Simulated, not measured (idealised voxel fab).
You're looking at the process module voxel wiring stack.
Section cut is 205 nm wide and gridded with 5 nm square cells.
Each cross-section below is a grid of square cells, stated as bands in top-down order, with one or more rows of cells making up each band.
First you get the band's top height and its bottom height, in nm, and then the materials it's made of, left to right, with each width in nm. If you see a single material with "throughout", that one covers the band edge to edge. "empty" is empty space.
Zero point of the height axis is 0; under it, received wafer = one material. Lowest band: continues down indefinitely, "0 down".
The notation "30->40" denotes a width that varies across the rows of cells in the band, beginning at the first number in the top row, finishing at the second number in the bottom row, and changing by an identical amount from each row to the next.
You'll sometimes find "no modifications" written for a step, and that's the way of saying that nowhere in the cross-section did a cell change during that step.
Entry "Closed void catalog" = empty spaces >= 8 cells with no open way to the top; each as width x height at distance, distance from left edge, all nm.
Text after the settings on a step's line: the simulator's own remark on that step.
Among the settings permitted on a step's line is "overlay nm"; applied to a step with a mask, it specifies the extent to which the mask lay to the right of its planned position, whereas a negative figure signifies a position to the left.

### Listed below are the process steps as planned
1. RECEIVE | material Si
2. CONFORMAL_DEP | material SiO2 | thk nm 10
3. CONFORMAL_DEP | material SiN | thk nm 5
4. DIRECTIONAL_DEP | material SiO2 | thk nm 20
5. DIRECTIONAL_DEP | material aC | thk nm 15
6. PATTERN | tone open | mask id METAL_1 | material resist | width nm 15 | pitch nm 50 | thk nm 35 | overlay nm 0
7. DIRECTIONAL_ETCH | etch materials aC | depth nm 15
8. STRIP | etch materials resist
9. DIRECTIONAL_ETCH | etch materials SiO2 | depth nm 20
10. DIRECTIONAL_ETCH | etch materials SiN | depth nm 5
11. STRIP | etch materials aC
12. CONFORMAL_DEP | material TiN | thk nm 5
13. FILL_DEP | material W | thk nm 5
14. CMP | height nm 35
15. EPI | material Ru | thk nm 5
16. FILL_DEP | material SiCN | thk nm 5
17. DIRECTIONAL_DEP | material lowk | thk nm 35
18. MASKED_ETCH | tone open | mask id METAL_2_HOLES | width nm 15 | pitch nm 50 | etch materials lowk | depth nm 35 | overlay nm 0
19. MASKED_ETCH | tone open | mask id METAL_2 | width nm 25 | pitch nm 50 | etch materials lowk | depth nm 20 | overlay nm 0
20. MASKED_ETCH | tone open | mask id METAL_2 | width nm 25 | pitch nm 50 | etch materials SiCN | depth nm 5 | overlay nm 0
21. CONFORMAL_DEP | material TiN | thk nm 5
22. FILL_DEP | material Cu | thk nm 10
23. CMP | height nm 80
24. CONFORMAL_DEP | material SiCN | thk nm 5
25. DIRECTIONAL_DEP | material SiO2 | thk nm 30
26. PATTERN | tone open | mask id METAL_3_HOLES | material resist | width nm 15 | pitch nm 50 | thk nm 15 | overlay nm 0
27. DIRECTIONAL_ETCH | etch materials SiO2 | depth nm 30
28. STRIP | etch materials resist
29. DIRECTIONAL_DEP | material aC | thk nm 15
30. PATTERN | tone open | mask id METAL_3 | material resist | width nm 25 | pitch nm 50 | thk nm 35 | overlay nm 0
31. DIRECTIONAL_ETCH | etch materials aC | depth nm 15
32. STRIP | etch materials resist
33. DIRECTIONAL_ETCH | etch materials SiO2 | depth nm 20
34. DIRECTIONAL_ETCH | etch materials SiCN | depth nm 5
35. STRIP | etch materials aC
36. CONFORMAL_DEP | material TiN | thk nm 5
37. FILL_DEP | material Ru | thk nm 10
38. CMP | height nm 115
39. CONFORMAL_DEP | material SiCN | thk nm 5
What sets these wafers apart? The width nm at step 6. They all start alike, and the plan carries the first wafer's value.

### As-received state after step 1, first of several wafers, cross-section
* 0 down | Si throughout
* Closed void catalog: none

### End of module, by wafer: material-by-material cell gain (+) or loss (-) since receipt, then closed voids
width nm 15; +39 Cu; +51 Ru; +131 SiCN; +32 SiN; +378 SiO2; +141 TiN; +12 W; +200 lowk; Closed void catalog: none
width nm 20; +39 Cu; +54 Ru; +128 SiCN; +29 SiN; +366 SiO2; +144 TiN; +24 W; +200 lowk; Closed void catalog: none
width nm 25; +39 Cu; +57 Ru; +125 SiCN; +26 SiN; +354 SiO2; +147 TiN; +36 W; +200 lowk; Closed void catalog: none
width nm 30; +39 Cu; +60 Ru; +122 SiCN; +23 SiN; +342 SiO2; +150 TiN; +48 W; +200 lowk; Closed void catalog: none
width nm 35; +39 Cu; +63 Ru; +119 SiCN; +20 SiN; +330 SiO2; +153 TiN; +60 W; +200 lowk; Closed void catalog: none
